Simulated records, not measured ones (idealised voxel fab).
Process module under the name voxel wiring stack
It is cross-section cut that appears here, measuring 165 nm in width, its square cells being 5 nm in size.
Cross-section = grid of square cells, listed top down in bands; band = one or more rows.
Per band: top height and bottom height in nm, followed by the left-to-right materials and their widths in nm; "all across" marks a single material spanning edge to edge, "blank" marks empty space.
Where do heights start? At 0: under that level the wafer as delivered is made of one material only. And the lowest band has no floor; it just carries on downward, as in "0 and below".
A width such as "30..40" changes by the same amount from each row of cells to the next, from the band's top row to its bottom row.
It should be understood that the words "no modification", when stated for a given step, signify that the cross-section underwent no change in any of its cells during that step.
Under "Enclosed cavity list" you'll find the enclosed gaps, the ones with no way out to the top, that are 8 cells or bigger; each reads width x height at distance, with distance counted from the left edge, everything in nm.
Read whatever lies past the settings on a step's line as the simulator's own remark about the step.
"overlay nm" on a masked step: distance the mask lay right of its planned place, negative for left.

# This section lists the process steps that were planned
1: RECEIVE [material Si]
2: CONFORMAL_DEP [material SiO2] [thk nm 10]
3: DIRECTIONAL_DEP [material TiN] [thk nm 5]
4: DIRECTIONAL_DEP [material W] [thk nm 25]
5: DIRECTIONAL_DEP [material aC] [thk nm 10]
6: PATTERN [tone cover] [mask id METAL_1] [material resist] [width nm 20] [pitch nm 35] [thk nm 25] [overlay nm 0]
7: DIRECTIONAL_ETCH [etch materials aC] [depth nm 10]
8: STRIP [etch materials resist]
9: DIRECTIONAL_ETCH [etch materials W] [depth nm 25]
10: DIRECTIONAL_ETCH [etch materials TiN] [depth nm 5]
11: STRIP [etch materials aC]
12: CONFORMAL_DEP [material SiN] [thk nm 5]
13: FILL_DEP [material lowk] [thk nm 10]
14: CMP [height nm 40]
15: CONFORMAL_DEP [material SiCN] [thk nm 5]
16: DIRECTIONAL_DEP [material SiO2] [thk nm 15]
17: PATTERN [tone open] [mask id PLUG_1] [material resist] [width nm 15] [pitch nm 70] [thk nm 15] [overlay nm 0]
18: DIRECTIONAL_ETCH [etch materials SiO2] [depth nm 15]
19: DIRECTIONAL_ETCH [etch materials SiCN] [depth nm 5]
20: STRIP [etch materials resist]
21: CONFORMAL_DEP [material TiN] [thk nm 5]
22: FILL_DEP [material Cu] [thk nm 5]
23: CMP [height nm 60]
24: DIRECTIONAL_DEP [material TiN] [thk nm 5]
25: DIRECTIONAL_DEP [material Ru] [thk nm 25]
26: PATTERN [tone cover] [mask id METAL_2] [material resist] [width nm 20] [pitch nm 35] [thk nm 20] [overlay nm 0]
27: DIRECTIONAL_ETCH [etch materials Ru] [depth nm 25]
28: DIRECTIONAL_ETCH [etch materials TiN] [depth nm 5]
29: STRIP [etch materials resist]
30: FILL_DEP [material SiO2] [thk nm 5]
31: CMP [height nm 90]
32: CONFORMAL_DEP [material SiN] [thk nm 5]

# This is the cross-section of the wafer as we received it, i.e. after step 1
  0 and below | Si all across
  Enclosed cavity list: none

# One mistake in running the module, otherwise start and plan as above: cross-section at the end
  95 down to 90 | SiN all across
  90 down to 65 | 20 of SiO2, then 20 of Ru, then 15 of SiO2, then 20 of Ru, then 15 of SiO2, then 20 of Ru, then 15 of SiO2, then 20 of Ru, then 20 of SiO2
  65 down to 60 | 20 of SiO2, then 20 of TiN, then 15 of SiO2, then 20 of TiN, then 15 of SiO2, then 20 of TiN, then 15 of SiO2, then 20 of TiN, then 20 of SiO2
  60 down to 55 | 20 of SiCN, then 15 of TiN, then 55 of SiCN, then 15 of TiN, then 60 of SiCN
  55 down to 45 | lowk all across
  45 down to 40 | 15 of lowk, then 30 of SiN, then 5 of lowk, then 30 of SiN, then 5 of lowk, then 30 of SiN, then 5 of lowk, then 30 of SiN, then 15 of lowk
  40 down to 15 | 15 of lowk, then 5 of SiN, then 20 of W, then 5 of SiN, then 5 of lowk, then 5 of SiN, then 20 of W, then 5 of SiN, then 5 of lowk, then 5 of SiN, then 20 of W, then 5 of SiN, then 5 of lowk, then 5 of SiN, then 20 of W, then 5 of SiN, then 15 of lowk
  15 down to 10 | 20 of SiN, then 20 of TiN, then 15 of SiN, then 20 of TiN, then 15 of SiN, then 20 of TiN, then 15 of SiN, then 20 of TiN, then 20 of SiN
  10 down to 0 | SiO2 all across
  0 and below | Si all across
  Enclosed cavity list: none
So what did we get wrong on this run? plan step 14 skipped
